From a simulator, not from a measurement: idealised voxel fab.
process module | voxel quadruple lines
280 nm wide, 5 nm square cells: that's cross-section cut.
For the purposes of this document, a cross-section shall be understood as a grid of square cells, specified as bands listed in top-to-bottom order, each band consisting of one or more rows of cells. The band entry comprises the height of the band's top followed by the height of its bottom, expressed in nm, and subsequently the band's materials from left to right, each stated together with its width in nm. Where a single material is marked with the word "full width", that material fills the band from edge to edge. The word "air" represents empty space. Convention: height 0 is the level below which the wafer, as received, is all one material. The lowest band does not terminate at the bottom but continues downward, represented as "0 -> down". A width such as "30..40" changes by the same amount from each row of cells to the next, from the band's top row to its bottom row. Where the words "nothing changed" appear for a step, the cross-section shows no cell changed by that step; every cell remained as before. "Enclosed internal cavities": sealed empty spaces, 8 cells or more, no open way to top, listed width x height at distance, with distance from the left edge and width, height and distance in nm. If you see something after the settings on a step's line, that's the simulator's own remark about that step. "overlay nm" on a masked step: distance the mask lay right of its planned place, negative for left. So the way this works: pairs, before and after one process step. The after picture only goes down to the lowest band that actually changed, nothing below. Step and its settings are under each pair. And watch out, pairs might come from different runs of this module, same starting wafer though, so a pair only follows on from the one above if its "Ex-ante state" entry tells you so.
[Ex-ante state]
0 -> down | Si full width
Enclosed internal cavities: none
[Resulting Cross-Section]
10 -> 0 | SiO2 full width
All layers under 0 are left as they were.
Enclosed internal cavities: none
Transition step, before and after shown above: CONFORMAL_DEP | material SiO2 | thk nm 10
Ex-ante state: equal to the after panel directly above.
[Resulting Cross-Section]
20 -> 10 | W full width
All layers under 10 are left as they were.
Enclosed internal cavities: none
Transition step, before and after shown above: DIRECTIONAL_DEP | material W | thk nm 10
Ex-ante state: equal to the after panel directly above.
[Resulting Cross-Section]
40 -> 20 | polySi full width
All layers under 20 are left as they were.
Enclosed internal cavities: none
Transition step, before and after shown above: DIRECTIONAL_DEP | material polySi | thk nm 20
Ex-ante state: equal to the after panel directly above.
[Resulting Cross-Section]
60 -> 40 | aC full width
All layers under 40 are left as they were.
Enclosed internal cavities: none
Transition step, before and after shown above: DIRECTIONAL_DEP | material aC | thk nm 20
Ex-ante state: equal to the after panel directly above.
[Resulting Cross-Section]
85 -> 60 | air (100); resist (20); air (40); resist (20); air (100)
All layers under 60 are left as they were.
Enclosed internal cavities: none
Transition step, before and after shown above: PATTERN | tone cover | mask id MANDREL | material resist | width nm 20 | pitch nm 60 | thk nm 25 | overlay nm 0
Ex-ante state: equal to the after panel directly above.
[Resulting Cross-Section]
65 -> 60 | air (100); resist (20); air (40); resist (20); air (100)
60 -> 40 | air (100); aC (20); air (40); aC (20); air (100)
All layers under 40 are left as they were.
Enclosed internal cavities: none
Transition step, before and after shown above: DIRECTIONAL_ETCH | etch materials aC | depth nm 20
Ex-ante state: equal to the after panel directly above.
[Resulting Cross-Section]
60 -> 40 | air (100); aC (20); air (40); aC (20); air (100)
All layers under 40 are left as they were.
Enclosed internal cavities: none
Transition step, before and after shown above: STRIP | etch materials resist
Ex-ante state: equal to the after panel directly above.
[Resulting Cross-Section]
70 -> 60 | air (90); SiO2 (40); air (20); SiO2 (40); air (90)
60 -> 50 | air (90); SiO2 (10); aC (20); SiO2 (10); air (20); SiO2 (10); aC (20); SiO2 (10); air (90)
50 -> 40 | SiO2 (100); aC (20); SiO2 (40); aC (20); SiO2 (100)
All layers under 40 are left as they were.
Enclosed internal cavities: none
Transition step, before and after shown above: CONFORMAL_DEP | material SiO2 | thk nm 10
Ex-ante state: equal to the after panel directly above.
[Resulting Cross-Section]
60 -> 40 | air (90); SiO2 (10); aC (20); SiO2 (10); air (20); SiO2 (10); aC (20); SiO2 (10); air (90)
All layers under 40 are left as they were.
Enclosed internal cavities: none
Transition step, before and after shown above: DIRECTIONAL_ETCH | etch materials SiO2 | depth nm 10
Ex-ante state: equal to the after panel directly above.
[Resulting Cross-Section]
60 -> 40 | air (90); SiO2 (10); air (20); SiO2 (10); air (20); SiO2 (10); air (20); SiO2 (10); air (90)
All layers under 40 are left as they were.
Enclosed internal cavities: none
Transition step, before and after shown above: STRIP | etch materials aC
Ex-ante state: equal to the after panel directly above.
[Resulting Cross-Section]
60 -> 40 | air (90); SiO2 (10); air (20); SiO2 (10); air (20); SiO2 (10); air (20); SiO2 (10); air (90)
40 -> 20 | air (90); polySi (10); air (20); polySi (10); air (20); polySi (10); air (20); polySi (10); air (90)
All layers under 20 are left as they were.
Enclosed internal cavities: none
Transition step, before and after shown above: DIRECTIONAL_ETCH | etch materials polySi | depth nm 20
Ex-ante state: equal to the after panel directly above.
[Resulting Cross-Section]
40 -> 20 | air (90); polySi (10); air (20); polySi (10); air (20); polySi (10); air (20); polySi (10); air (90)
All layers under 20 are left as they were.
Enclosed internal cavities: none
Transition step, before and after shown above: STRIP | etch materials SiO2
Ex-ante state: equal to the after panel directly above.
[Resulting Cross-Section]
45 -> 40 | air (85); SiCN (20); air (10); SiCN (20); air (10); SiCN (20); air (10); SiCN (20); air (85)
40 -> 25 | air (85); SiCN (5); polySi (10); SiCN (5); air (10); SiCN (5); polySi (10); SiCN (5); air (10); SiCN (5); polySi (10); SiCN (5); air (10); SiCN (5); polySi (10); SiCN (5); air (85)
25 -> 20 | SiCN (90); polySi (10); SiCN (20); polySi (10); SiCN (20); polySi (10); SiCN (20); polySi (10); SiCN (90)
All layers under 20 are left as they were.
Enclosed internal cavities: none
Transition step, before and after shown above: CONFORMAL_DEP | material SiCN | thk nm 5
Ex-ante state: equal to the after panel directly above.
[Resulting Cross-Section]
40 -> 20 | air (85); SiCN (5); polySi (10); SiCN (5); air (10); SiCN (5); polySi (10); SiCN (5); air (10); SiCN (5); polySi (10); SiCN (5); air (10); SiCN (5); polySi (10); SiCN (5); air (85)
All layers under 20 are left as they were.
Enclosed internal cavities: none
Transition step, before and after shown above: DIRECTIONAL_ETCH | etch materials SiCN | depth nm 5
Ex-ante state: equal to the after panel directly above.
[Resulting Cross-Section]
40 -> 20 | air (85); SiCN (5); air (10); SiCN (5); air (10); SiCN (5); air (10); SiCN (5); air (10); SiCN (5); air (10); SiCN (5); air (10); SiCN (5); air (10); SiCN (5); air (85)
All layers under 20 are left as they were.
Enclosed internal cavities: none
Transition step, before and after shown above: STRIP | etch materials polySi
Ex-ante state: equal to the after panel directly above.
[Resulting Cross-Section]
40 -> 20 | air (85); SiCN (5); air (10); SiCN (5); air (10); SiCN (5); air (10); SiCN (5); air (10); SiCN (5); air (10); SiCN (5); air (10); SiCN (5); air (10); SiCN (5); air (85)
20 -> 10 | air (85); W (5); air (10); W (5); air (10); W (5); air (10); W (5); air (10); W (5); air (10); W (5); air (10); W (5); air (10); W (5); air (85)
All layers under 10 are left as they were.
Enclosed internal cavities: none
Transition step, before and after shown above: DIRECTIONAL_ETCH | etch materials W | depth nm 10
Ex-ante state: equal to the after panel directly above.
[Resulting Cross-Section]
20 -> 10 | air (85); W (5); air (10); W (5); air (10); W (5); air (10); W (5); air (10); W (5); air (10); W (5); air (10); W (5); air (10); W (5); air (85)
All layers under 10 are left as they were.
Enclosed internal cavities: none
Transition step, before and after shown above: STRIP | etch materials SiCN
[Ex-ante state]
0 -> down | Si full width
Enclosed internal cavities: none
[Resulting Cross-Section]
10 -> 0 | W full width
All layers under 0 are left as they were.
Enclosed internal cavities: none
Transition step, before and after shown above: DIRECTIONAL_DEP | material W | thk nm 10
Ex-ante state: equal to the after panel directly above.
[Resulting Cross-Section]
30 -> 10 | polySi full width
All layers under 10 are left as they were.
Enclosed internal cavities: none
Transition step, before and after shown above: DIRECTIONAL_DEP | material polySi | thk nm 20
Ex-ante state: equal to the after panel directly above.
[Resulting Cross-Section]
50 -> 30 | aC full width
All layers under 30 are left as they were.
Enclosed internal cavities: none
Transition step, before and after shown above: DIRECTIONAL_DEP | material aC | thk nm 20
Ex-ante state: equal to the after panel directly above.
[Resulting Cross-Section]
75 -> 50 | air (100); resist (20); air (40); resist (20); air (100)
All layers under 50 are left as they were.
Enclosed internal cavities: none
Transition step, before and after shown above: PATTERN | tone cover | mask id MANDREL | material resist | width nm 20 | pitch nm 60 | thk nm 25 | overlay nm 0
Ex-ante state: equal to the after panel directly above.
[Resulting Cross-Section]
55 -> 50 | air (100); resist (20); air (40); resist (20); air (100)
50 -> 30 | air (100); aC (20); air (40); aC (20); air (100)
All layers under 30 are left as they were.
Enclosed internal cavities: none
Transition step, before and after shown above: DIRECTIONAL_ETCH | etch materials aC | depth nm 20
Ex-ante state: equal to the after panel directly above.
[Resulting Cross-Section]
50 -> 30 | air (100); aC (20); air (40); aC (20); air (100)
All layers under 30 are left as they were.
Enclosed internal cavities: none
Transition step, before and after shown above: STRIP | etch materials resist
Ex-ante state: equal to the after panel directly above.
[Resulting Cross-Section]
60 -> 50 | air (90); SiO2 (40); air (20); SiO2 (40); air (90)
50 -> 40 | air (90); SiO2 (10); aC (20); SiO2 (10); air (20); SiO2 (10); aC (20); SiO2 (10); air (90)
40 -> 30 | SiO2 (100); aC (20); SiO2 (40); aC (20); SiO2 (100)
All layers under 30 are left as they were.
Enclosed internal cavities: none
Transition step, before and after shown above: CONFORMAL_DEP | material SiO2 | thk nm 10
Ex-ante state: equal to the after panel directly above.
[Resulting Cross-Section]
50 -> 30 | air (90); SiO2 (10); aC (20); SiO2 (10); air (20); SiO2 (10); aC (20); SiO2 (10); air (90)
All layers under 30 are left as they were.
Enclosed internal cavities: none
Transition step, before and after shown above: DIRECTIONAL_ETCH | etch materials SiO2 | depth nm 10
Ex-ante state: equal to the after panel directly above.
[Resulting Cross-Section]
50 -> 30 | air (90); SiO2 (10); air (20); SiO2 (10); air (20); SiO2 (10); air (20); SiO2 (10); air (90)
All layers under 30 are left as they were.
Enclosed internal cavities: none
Transition step, before and after shown above: STRIP | etch materials aC
Ex-ante state: equal to the after panel directly above.
[Resulting Cross-Section]
50 -> 30 | air (90); SiO2 (10); air (20); SiO2 (10); air (20); SiO2 (10); air (20); SiO2 (10); air (90)
30 -> 10 | air (90); polySi (10); air (20); polySi (10); air (20); polySi (10); air (20); polySi (10); air (90)
All layers under 10 are left as they were.
Enclosed internal cavities: none
Transition step, before and after shown above: DIRECTIONAL_ETCH | etch materials polySi | depth nm 20
Ex-ante state: equal to the after panel directly above.
[Resulting Cross-Section]
30 -> 10 | air (90); polySi (10); air (20); polySi (10); air (20); polySi (10); air (20); polySi (10); air (90)
All layers under 10 are left as they were.
Enclosed internal cavities: none
Transition step, before and after shown above: STRIP | etch materials SiO2
Ex-ante state: equal to the after panel directly above.
[Resulting Cross-Section]
35 -> 30 | air (85); SiCN (20); air (10); SiCN (20); air (10); SiCN (20); air (10); SiCN (20); air (85)
30 -> 15 | air (85); SiCN (5); polySi (10); SiCN (5); air (10); SiCN (5); polySi (10); SiCN (5); air (10); SiCN (5); polySi (10); SiCN (5); air (10); SiCN (5); polySi (10); SiCN (5); air (85)
15 -> 10 | SiCN (90); polySi (10); SiCN (20); polySi (10); SiCN (20); polySi (10); SiCN (20); polySi (10); SiCN (90)
All layers under 10 are left as they were.
Enclosed internal cavities: none
Transition step, before and after shown above: CONFORMAL_DEP | material SiCN | thk nm 5
Ex-ante state: equal to the after panel directly above.
[Resulting Cross-Section]
30 -> 10 | air (85); SiCN (5); polySi (10); SiCN (5); air (10); SiCN (5); polySi (10); SiCN (5); air (10); SiCN (5); polySi (10); SiCN (5); air (10); SiCN (5); polySi (10); SiCN (5); air (85)
All layers under 10 are left as they were.
Enclosed internal cavities: none
Transition step, before and after shown above: DIRECTIONAL_ETCH | etch materials SiCN | depth nm 5
Ex-ante state: equal to the after panel directly above.
[Resulting Cross-Section]
30 -> 10 | air (85); SiCN (5); air (10); SiCN (5); air (10); SiCN (5); air (10); SiCN (5); air (10); SiCN (5); air (10); SiCN (5); air (10); SiCN (5); air (10); SiCN (5); air (85)
All layers under 10 are left as they were.
Enclosed internal cavities: none
Transition step, before and after shown above: STRIP | etch materials polySi
Ex-ante state: equal to the after panel directly above.
[Resulting Cross-Section]
30 -> 10 | air (85); SiCN (5); air (10); SiCN (5); air (10); SiCN (5); air (10); SiCN (5); air (10); SiCN (5); air (10); SiCN (5); air (10); SiCN (5); air (10); SiCN (5); air (85)
10 -> 0 | air (85); W (5); air (10); W (5); air (10); W (5); air (10); W (5); air (10); W (5); air (10); W (5); air (10); W (5); air (10); W (5); air (85)
All layers under 0 are left as they were.
Enclosed internal cavities: none
Transition step, before and after shown above: DIRECTIONAL_ETCH | etch materials W | depth nm 10
Ex-ante state: equal to the after panel directly above.
[Resulting Cross-Section]
10 -> 0 | air (85); W (5); air (10); W (5); air (10); W (5); air (10); W (5); air (10); W (5); air (10); W (5); air (10); W (5); air (10); W (5); air (85)
All layers under 0 are left as they were.
Enclosed internal cavities: none
Transition step, before and after shown above: STRIP | etch materials SiCN
[Ex-ante state]
65 -> 60 | air (100); resist (20); air (40); resist (20); air (100)
60 -> 40 | air (100); aC (20); air (40); aC (20); air (100)
40 -> 20 | polySi full width
20 -> 10 | W full width
10 -> 0 | SiO2 full width
0 -> down | Si full width
Enclosed internal cavities: none
[Resulting Cross-Section]
45 -> 40 | air (100); aC (20); air (40); aC (20); air (100)
All layers under 40 are left as they were.
Enclosed internal cavities: none
Transition step, before and after shown above: DIRECTIONAL_ETCH | etch materials aC | depth nm 20
Ex-ante state: equal to the after panel directly above.
[Resulting Cross-Section]
55 -> 50 | air (90); SiO2 (40); air (20); SiO2 (40); air (90)
50 -> 45 | SiO2 full width
45 -> 40 | SiO2 (100); aC (20); SiO2 (40); aC (20); SiO2 (100)
All layers under 40 are left as they were.
Enclosed internal cavities: none
Transition step, before and after shown above: CONFORMAL_DEP | material SiO2 | thk nm 10
Ex-ante state: equal to the after panel directly above.
[Resulting Cross-Section]
45 -> 40 | air (90); SiO2 (10); aC (20); SiO2 (10); air (20); SiO2 (10); aC (20); SiO2 (10); air (90)
All layers under 40 are left as they were.
Enclosed internal cavities: none
Transition step, before and after shown above: DIRECTIONAL_ETCH | etch materials SiO2 | depth nm 10
Ex-ante state: equal to the after panel directly above.
[Resulting Cross-Section]
45 -> 40 | air (90); SiO2 (10); air (20); SiO2 (10); air (20); SiO2 (10); air (20); SiO2 (10); air (90)
All layers under 40 are left as they were.
Enclosed internal cavities: none
Transition step, before and after shown above: STRIP | etch materials aC
Ex-ante state: equal to the after panel directly above.
[Resulting Cross-Section]
45 -> 40 | air (90); SiO2 (10); air (20); SiO2 (10); air (20); SiO2 (10); air (20); SiO2 (10); air (90)
40 -> 20 | air (90); polySi (10); air (20); polySi (10); air (20); polySi (10); air (20); polySi (10); air (90)
All layers under 20 are left as they were.
Enclosed internal cavities: none
Transition step, before and after shown above: DIRECTIONAL_ETCH | etch materials polySi | depth nm 20
Ex-ante state: equal to the after panel directly above.
[Resulting Cross-Section]
40 -> 20 | air (90); polySi (10); air (20); polySi (10); air (20); polySi (10); air (20); polySi (10); air (90)
All layers under 20 are left as they were.
Enclosed internal cavities: none
Transition step, before and after shown above: STRIP | etch materials SiO2
[Ex-ante state]
20 -> 10 | W full width
10 -> 0 | SiO2 full width
0 -> down | Si full width
Enclosed internal cavities: none
[Resulting Cross-Section]
40 -> 20 | aC full width
All layers under 20 are left as they were.
Enclosed internal cavities: none
Transition step, before and after shown above: DIRECTIONAL_DEP | material aC | thk nm 20
Ex-ante state: equal to the after panel directly above.
[Resulting Cross-Section]
60 -> 40 | polySi full width
All layers under 40 are left as they were.
Enclosed internal cavities: none
Transition step, before and after shown above: DIRECTIONAL_DEP | material polySi | thk nm 20
Ex-ante state: equal to the after panel directly above.
[Resulting Cross-Section]
85 -> 60 | air (100); resist (20); air (40); resist (20); air (100)
All layers under 60 are left as they were.
Enclosed internal cavities: none
Transition step, before and after shown above: PATTERN | tone cover | mask id MANDREL | material resist | width nm 20 | pitch nm 60 | thk nm 25 | overlay nm 0
Ex-ante state: equal to the after panel directly above.
[Resulting Cross-Section]
65 -> 60 | air (100); resist (20); air (40); resist (20); air (100)
All layers under 60 are left as they were.
Enclosed internal cavities: none
Transition step, before and after shown above: DIRECTIONAL_ETCH | etch materials aC | depth nm 20
Ex-ante state: equal to the after panel directly above.
[Resulting Cross-Section]
60 -> 40 | polySi full width
All layers under 40 are left as they were.
Enclosed internal cavities: none
Transition step, before and after shown above: STRIP | etch materials resist
Ex-ante state: equal to the after panel directly above.
[Resulting Cross-Section]
70 -> 60 | SiO2 full width
All layers under 60 are left as they were.
Enclosed internal cavities: none
Transition step, before and after shown above: CONFORMAL_DEP | material SiO2 | thk nm 10
Ex-ante state: equal to the after panel directly above.
[Resulting Cross-Section]
60 -> 40 | polySi full width
All layers under 40 are left as they were.
Enclosed internal cavities: none
Transition step, before and after shown above: DIRECTIONAL_ETCH | etch materials SiO2 | depth nm 10
Ex-ante state: equal to the after panel directly above.
[Resulting Cross-Section]
40 -> 20 | aC full width
All layers under 20 are left as they were.
Enclosed internal cavities: none
Transition step, before and after shown above: DIRECTIONAL_ETCH | etch materials polySi | depth nm 20
Ex-ante state: equal to the after panel directly above.
[Resulting Cross-Section]
45 -> 40 | SiCN full width
All layers under 40 are left as they were.
Enclosed internal cavities: none
Transition step, before and after shown above: CONFORMAL_DEP | material SiCN | thk nm 5
Ex-ante state: equal to the after panel directly above.
[Resulting Cross-Section]
40 -> 20 | aC full width
All layers under 20 are left as they were.
Enclosed internal cavities: none
Transition step, before and after shown above: DIRECTIONAL_ETCH | etch materials SiCN | depth nm 5
[Ex-ante state]
10 -> 0 | SiO2 full width
0 -> down | Si full width
Enclosed internal cavities: none
[Resulting Cross-Section]
25 -> 10 | W full width
All layers under 10 are left as they were.
Enclosed internal cavities: none
Transition step, before and after shown above: DIRECTIONAL_DEP | material W | thk nm 15
Ex-ante state: equal to the after panel directly above.
[Resulting Cross-Section]
45 -> 25 | polySi full width
All layers under 25 are left as they were.
Enclosed internal cavities: none
Transition step, before and after shown above: DIRECTIONAL_DEP | material polySi | thk nm 20
Ex-ante state: equal to the after panel directly above.
[Resulting Cross-Section]
65 -> 45 | aC full width
All layers under 45 are left as they were.
Enclosed internal cavities: none
Transition step, before and after shown above: DIRECTIONAL_DEP | material aC | thk nm 20
Ex-ante state: equal to the after panel directly above.
[Resulting Cross-Section]
90 -> 65 | air (100); resist (20); air (40); resist (20); air (100)
All layers under 65 are left as they were.
Enclosed internal cavities: none
Transition step, before and after shown above: PATTERN | tone cover | mask id MANDREL | material resist | width nm 20 | pitch nm 60 | thk nm 25 | overlay nm 0
Ex-ante state: equal to the after panel directly above.
[Resulting Cross-Section]
70 -> 65 | air (100); resist (20); air (40); resist (20); air (100)
65 -> 45 | air (100); aC (20); air (40); aC (20); air (100)
All layers under 45 are left as they were.
Enclosed internal cavities: none
Transition step, before and after shown above: DIRECTIONAL_ETCH | etch materials aC | depth nm 20
Ex-ante state: equal to the after panel directly above.
[Resulting Cross-Section]
65 -> 45 | air (100); aC (20); air (40); aC (20); air (100)
All layers under 45 are left as they were.
Enclosed internal cavities: none
Transition step, before and after shown above: STRIP | etch materials resist
Ex-ante state: equal to the after panel directly above.
[Resulting Cross-Section]
75 -> 65 | air (90); SiO2 (40); air (20); SiO2 (40); air (90)
65 -> 55 | air (90); SiO2 (10); aC (20); SiO2 (10); air (20); SiO2 (10); aC (20); SiO2 (10); air (90)
55 -> 45 | SiO2 (100); aC (20); SiO2 (40); aC (20); SiO2 (100)
All layers under 45 are left as they were.
Enclosed internal cavities: none
Transition step, before and after shown above: CONFORMAL_DEP | material SiO2 | thk nm 10
Ex-ante state: equal to the after panel directly above.
[Resulting Cross-Section]
65 -> 45 | air (90); SiO2 (10); aC (20); SiO2 (10); air (20); SiO2 (10); aC (20); SiO2 (10); air (90)
All layers under 45 are left as they were.
Enclosed internal cavities: none
Transition step, before and after shown above: DIRECTIONAL_ETCH | etch materials SiO2 | depth nm 10
Ex-ante state: equal to the after panel directly above.
[Resulting Cross-Section]
65 -> 45 | air (90); SiO2 (10); air (20); SiO2 (10); air (20); SiO2 (10); air (20); SiO2 (10); air (90)
All layers under 45 are left as they were.
Enclosed internal cavities: none
Transition step, before and after shown above: STRIP | etch materials aC
Ex-ante state: equal to the after panel directly above.
[Resulting Cross-Section]
65 -> 45 | air (90); SiO2 (10); air (20); SiO2 (10); air (20); SiO2 (10); air (20); SiO2 (10); air (90)
45 -> 25 | air (90); polySi (10); air (20); polySi (10); air (20); polySi (10); air (20); polySi (10); air (90)
All layers under 25 are left as they were.
Enclosed internal cavities: none
Transition step, before and after shown above: DIRECTIONAL_ETCH | etch materials polySi | depth nm 20
Ex-ante state: equal to the after panel directly above.
[Resulting Cross-Section]
45 -> 25 | air (90); polySi (10); air (20); polySi (10); air (20); polySi (10); air (20); polySi (10); air (90)
All layers under 25 are left as they were.
Enclosed internal cavities: none
Transition step, before and after shown above: STRIP | etch materials SiO2
Ex-ante state: equal to the after panel directly above.
[Resulting Cross-Section]
50 -> 45 | air (85); SiCN (20); air (10); SiCN (20); air (10); SiCN (20); air (10); SiCN (20); air (85)
45 -> 30 | air (85); SiCN (5); polySi (10); SiCN (5); air (10); SiCN (5); polySi (10); SiCN (5); air (10); SiCN (5); polySi (10); SiCN (5); air (10); SiCN (5); polySi (10); SiCN (5); air (85)
30 -> 25 | SiCN (90); polySi (10); SiCN (20); polySi (10); SiCN (20); polySi (10); SiCN (20); polySi (10); SiCN (90)
All layers under 25 are left as they were.
Enclosed internal cavities: none
Transition step, before and after shown above: CONFORMAL_DEP | material SiCN | thk nm 5
Ex-ante state: equal to the after panel directly above.
[Resulting Cross-Section]
45 -> 25 | air (85); SiCN (5); polySi (10); SiCN (5); air (10); SiCN (5); polySi (10); SiCN (5); air (10); SiCN (5); polySi (10); SiCN (5); air (10); SiCN (5); polySi (10); SiCN (5); air (85)
All layers under 25 are left as they were.
Enclosed internal cavities: none
Transition step, before and after shown above: DIRECTIONAL_ETCH | etch materials SiCN | depth nm 5
Ex-ante state: equal to the after panel directly above.
[Resulting Cross-Section]
45 -> 25 | air (85); SiCN (5); air (10); SiCN (5); air (10); SiCN (5); air (10); SiCN (5); air (10); SiCN (5); air (10); SiCN (5); air (10); SiCN (5); air (10); SiCN (5); air (85)
All layers under 25 are left as they were.
Enclosed internal cavities: none
Transition step, before and after shown above: STRIP | etch materials polySi
Ex-ante state: equal to the after panel directly above.
[Resulting Cross-Section]
45 -> 25 | air (85); SiCN (5); air (10); SiCN (5); air (10); SiCN (5); air (10); SiCN (5); air (10); SiCN (5); air (10); SiCN (5); air (10); SiCN (5); air (10); SiCN (5); air (85)
25 -> 15 | air (85); W (5); air (10); W (5); air (10); W (5); air (10); W (5); air (10); W (5); air (10); W (5); air (10); W (5); air (10); W (5); air (85)
All layers under 15 are left as they were.
Enclosed internal cavities: none
Transition step, before and after shown above: DIRECTIONAL_ETCH | etch materials W | depth nm 10
Ex-ante state: equal to the after panel directly above.
[Resulting Cross-Section]
25 -> 15 | air (85); W (5); air (10); W (5); air (10); W (5); air (10); W (5); air (10); W (5); air (10); W (5); air (10); W (5); air (10); W (5); air (85)
All layers under 15 are left as they were.
Enclosed internal cavities: none
Transition step, before and after shown above: STRIP | etch materials SiCN
[Ex-ante state]
60 -> 40 | aC full width
40 -> 20 | polySi full width
20 -> 10 | W full width
10 -> 0 | SiO2 full width
0 -> down | Si full width
Enclosed internal cavities: none
[Resulting Cross-Section]
85 -> 60 | air (95); resist (30); air (30); resist (30); air (95)
All layers under 60 are left as they were.
Enclosed internal cavities: none
Transition step, before and after shown above: PATTERN | tone cover | mask id MANDREL | material resist | width nm 30 | pitch nm 60 | thk nm 25 | overlay nm 0
Ex-ante state: equal to the after panel directly above.
[Resulting Cross-Section]
65 -> 60 | air (95); resist (30); air (30); resist (30); air (95)
60 -> 40 | air (95); aC (30); air (30); aC (30); air (95)
All layers under 40 are left as they were.
Enclosed internal cavities: none
Transition step, before and after shown above: DIRECTIONAL_ETCH | etch materials aC | depth nm 20
Ex-ante state: equal to the after panel directly above.
[Resulting Cross-Section]
60 -> 40 | air (95); aC (30); air (30); aC (30); air (95)
All layers under 40 are left as they were.
Enclosed internal cavities: none
Transition step, before and after shown above: STRIP | etch materials resist
Ex-ante state: equal to the after panel directly above.
[Resulting Cross-Section]
70 -> 60 | air (85); SiO2 (50); air (10); SiO2 (50); air (85)
60 -> 50 | air (85); SiO2 (10); aC (30); SiO2 (10); air (10); SiO2 (10); aC (30); SiO2 (10); air (85)
50 -> 40 | SiO2 (95); aC (30); SiO2 (30); aC (30); SiO2 (95)
All layers under 40 are left as they were.
Enclosed internal cavities: none
Transition step, before and after shown above: CONFORMAL_DEP | material SiO2 | thk nm 10
Ex-ante state: equal to the after panel directly above.
[Resulting Cross-Section]
60 -> 40 | air (85); SiO2 (10); aC (30); SiO2 (10); air (10); SiO2 (10); aC (30); SiO2 (10); air (85)
All layers under 40 are left as they were.
Enclosed internal cavities: none
Transition step, before and after shown above: DIRECTIONAL_ETCH | etch materials SiO2 | depth nm 10
Ex-ante state: equal to the after panel directly above.
[Resulting Cross-Section]
60 -> 40 | air (85); SiO2 (10); air (30); SiO2 (10); air (10); SiO2 (10); air (30); SiO2 (10); air (85)
All layers under 40 are left as they were.
Enclosed internal cavities: none
Transition step, before and after shown above: STRIP | etch materials aC
Ex-ante state: equal to the after panel directly above.
[Resulting Cross-Section]
60 -> 40 | air (85); SiO2 (10); air (30); SiO2 (10); air (10); SiO2 (10); air (30); SiO2 (10); air (85)
40 -> 20 | air (85); polySi (10); air (30); polySi (10); air (10); polySi (10); air (30); polySi (10); air (85)
All layers under 20 are left as they were.
Enclosed internal cavities: none
Transition step, before and after shown above: DIRECTIONAL_ETCH | etch materials polySi | depth nm 20
Ex-ante state: equal to the after panel directly above.
[Resulting Cross-Section]
40 -> 20 | air (85); polySi (10); air (30); polySi (10); air (10); polySi (10); air (30); polySi (10); air (85)
All layers under 20 are left as they were.
Enclosed internal cavities: none
Transition step, before and after shown above: STRIP | etch materials SiO2
Ex-ante state: equal to the after panel directly above.
[Resulting Cross-Section]
45 -> 40 | air (80); SiCN (20); air (20); SiCN (40); air (20); SiCN (20); air (80)
40 -> 25 | air (80); SiCN (5); polySi (10); SiCN (5); air (20); SiCN (5); polySi (10); SiCN (10); polySi (10); SiCN (5); air (20); SiCN (5); polySi (10); SiCN (5); air (80)
25 -> 20 | SiCN (85); polySi (10); SiCN (30); polySi (10); SiCN (10); polySi (10); SiCN (30); polySi (10); SiCN (85)
All layers under 20 are left as they were.
Enclosed internal cavities: none
Transition step, before and after shown above: CONFORMAL_DEP | material SiCN | thk nm 5
Ex-ante state: equal to the after panel directly above.
[Resulting Cross-Section]
40 -> 20 | air (80); SiCN (5); polySi (10); SiCN (5); air (20); SiCN (5); polySi (10); SiCN (10); polySi (10); SiCN (5); air (20); SiCN (5); polySi (10); SiCN (5); air (80)
All layers under 20 are left as they were.
Enclosed internal cavities: none
Transition step, before and after shown above: DIRECTIONAL_ETCH | etch materials SiCN | depth nm 5
Ex-ante state: equal to the after panel directly above.
[Resulting Cross-Section]
40 -> 20 | air (80); SiCN (5); air (10); SiCN (5); air (20); SiCN (5); air (10); SiCN (10); air (10); SiCN (5); air (20); SiCN (5); air (10); SiCN (5); air (80)
All layers under 20 are left as they were.
Enclosed internal cavities: none
Transition step, before and after shown above: STRIP | etch materials polySi
Ex-ante state: equal to the after panel directly above.
[Resulting Cross-Section]
40 -> 20 | air (80); SiCN (5); air (10); SiCN (5); air (20); SiCN (5); air (10); SiCN (10); air (10); SiCN (5); air (20); SiCN (5); air (10); SiCN (5); air (80)
20 -> 10 | air (80); W (5); air (10); W (5); air (20); W (5); air (10); W (10); air (10); W (5); air (20); W (5); air (10); W (5); air (80)
All layers under 10 are left as they were.
Enclosed internal cavities: none
Transition step, before and after shown above: DIRECTIONAL_ETCH | etch materials W | depth nm 10
Ex-ante state: equal to the after panel directly above.
[Resulting Cross-Section]
20 -> 10 | air (80); W (5); air (10); W (5); air (20); W (5); air (10); W (10); air (10); W (5); air (20); W (5); air (10); W (5); air (80)
All layers under 10 are left as they were.
Enclosed internal cavities: none
Transition step, before and after shown above: STRIP | etch materials SiCN
[Ex-ante state]
60 -> 40 | aC full width
40 -> 20 | polySi full width
20 -> 10 | W full width
10 -> 0 | SiO2 full width
0 -> down | Si full width
Enclosed internal cavities: none
[Resulting Cross-Section]
85 -> 60 | air (95); resist (20); air (40); resist (20); air (105)
All layers under 60 are left as they were.
Enclosed internal cavities: none
Transition step, before and after shown above: PATTERN | tone cover | mask id MANDREL | material resist | width nm 20 | pitch nm 60 | thk nm 25 | overlay nm -5
Ex-ante state: equal to the after panel directly above.
[Resulting Cross-Section]
65 -> 60 | air (95); resist (20); air (40); resist (20); air (105)
60 -> 40 | air (95); aC (20); air (40); aC (20); air (105)
All layers under 40 are left as they were.
Enclosed internal cavities: none
Transition step, before and after shown above: DIRECTIONAL_ETCH | etch materials aC | depth nm 20
Ex-ante state: equal to the after panel directly above.
[Resulting Cross-Section]
60 -> 40 | air (95); aC (20); air (40); aC (20); air (105)
All layers under 40 are left as they were.
Enclosed internal cavities: none
Transition step, before and after shown above: STRIP | etch materials resist
Ex-ante state: equal to the after panel directly above.
[Resulting Cross-Section]
70 -> 60 | air (85); SiO2 (40); air (20); SiO2 (40); air (95)
60 -> 50 | air (85); SiO2 (10); aC (20); SiO2 (10); air (20); SiO2 (10); aC (20); SiO2 (10); air (95)
50 -> 40 | SiO2 (95); aC (20); SiO2 (40); aC (20); SiO2 (105)
All layers under 40 are left as they were.
Enclosed internal cavities: none
Transition step, before and after shown above: CONFORMAL_DEP | material SiO2 | thk nm 10
Ex-ante state: equal to the after panel directly above.
[Resulting Cross-Section]
60 -> 40 | air (85); SiO2 (10); aC (20); SiO2 (10); air (20); SiO2 (10); aC (20); SiO2 (10); air (95)
All layers under 40 are left as they were.
Enclosed internal cavities: none
Transition step, before and after shown above: DIRECTIONAL_ETCH | etch materials SiO2 | depth nm 10
Ex-ante state: equal to the after panel directly above.
[Resulting Cross-Section]
60 -> 40 | air (85); SiO2 (10); air (20); SiO2 (10); air (20); SiO2 (10); air (20); SiO2 (10); air (95)
All layers under 40 are left as they were.
Enclosed internal cavities: none
Transition step, before and after shown above: STRIP | etch materials aC
